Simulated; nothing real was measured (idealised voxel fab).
process module | voxel gate over fins
cross-section cut | 240 nm wide | cells 5 nm
A cross-section is a grid of square cells, given in bands from the top down. A band is one or more rows of cells.
Each band's line starts with the height of the band's top and of its bottom, in nm. Then come its materials from left to right, each with its width in nm. One material with "throughout" fills the band from edge to edge. "air" is empty space.
Height 0 is the level under which the wafer as received is all one material. The lowest band goes on downwards, as in "0 down".
A width such as "30 to 40" changes by the same amount from each row of cells to the next, from the band's top row to its bottom row.
"no change" after a step means that no cell of the cross-section changed.
closed voids: empty space of 8 cells or more with no open way to the top, each as width x height at its distance from the left edge, in nm
after a step's settings: what the simulator itself notes on the step
overlay nm, on a step with a mask: how far to the right of its planned place the mask lay; to the left if negative
plan
1 op RECEIVE | material Si
2 op CONFORMAL_DEP | material SiN | thk nm 10
3 op MASKED_ETCH | tone cover | mask id FINS | width nm 15 | pitch nm 55 | etch materials SiN | depth nm 5 | overlay nm 0
4 op MASKED_ETCH | tone cover | mask id FINS | width nm 15 | pitch nm 55 | etch materials Si | depth nm 30 | overlay nm 0
5 op FILL_DEP | material SiO2 | thk nm 10
6 op CMP | height nm 10
7 op PATTERN | tone open | mask id RAIL | material resist | width nm 15 | thk nm 20 | overlay nm 0
8 op DIRECTIONAL_ETCH | etch materials SiO2 | depth nm 35
9 op STRIP | etch materials resist
10 op CONFORMAL_DEP | material TiN | thk nm 5
11 op FILL_DEP | material Ru | thk nm 5
12 op CMP | height nm 10
13 op SELECTIVE_ETCH | etch materials W Ru TiN | depth nm 30
14 op FILL_DEP | material SiO2 | thk nm 5
15 op CMP | height nm 10
16 op SELECTIVE_ETCH | etch materials SiO2 | depth nm 20
17 op STRIP | etch materials SiN
18 op CONFORMAL_DEP | material HfO2 | thk nm 5
19 op CONFORMAL_DEP | material TiN | thk nm 5
20 op FILL_DEP | material W | thk nm 10
21 op CMP | height nm 15
22 op CONFORMAL_DEP | material SiCN | thk nm 10
varied across the wafers: depth nm of step 3. The plan shows the first wafer's value. All wafers start alike
first wafer as received, after step 1
  0 down: Si throughout
  closed voids: none
each wafer at the end: cells of each material gained (+) or lost (-) since it was received, then its closed voids
depth nm 5 | +48 HfO2 | +96 SiCN | +48 TiN | +48 W | closed voids: none
depth nm 10 | +60 HfO2 | -234 Si | +96 SiCN | +153 SiO2 | +63 TiN | +102 W | closed voids: none
depth nm 15 | +60 HfO2 | -234 Si | +96 SiCN | +153 SiO2 | +63 TiN | +102 W | closed voids: none
depth nm 20 | +60 HfO2 | -234 Si | +96 SiCN | +153 SiO2 | +63 TiN | +102 W | closed voids: none
depth nm 25 | +60 HfO2 | -234 Si | +96 SiCN | +153 SiO2 | +63 TiN | +102 W | closed voids: none
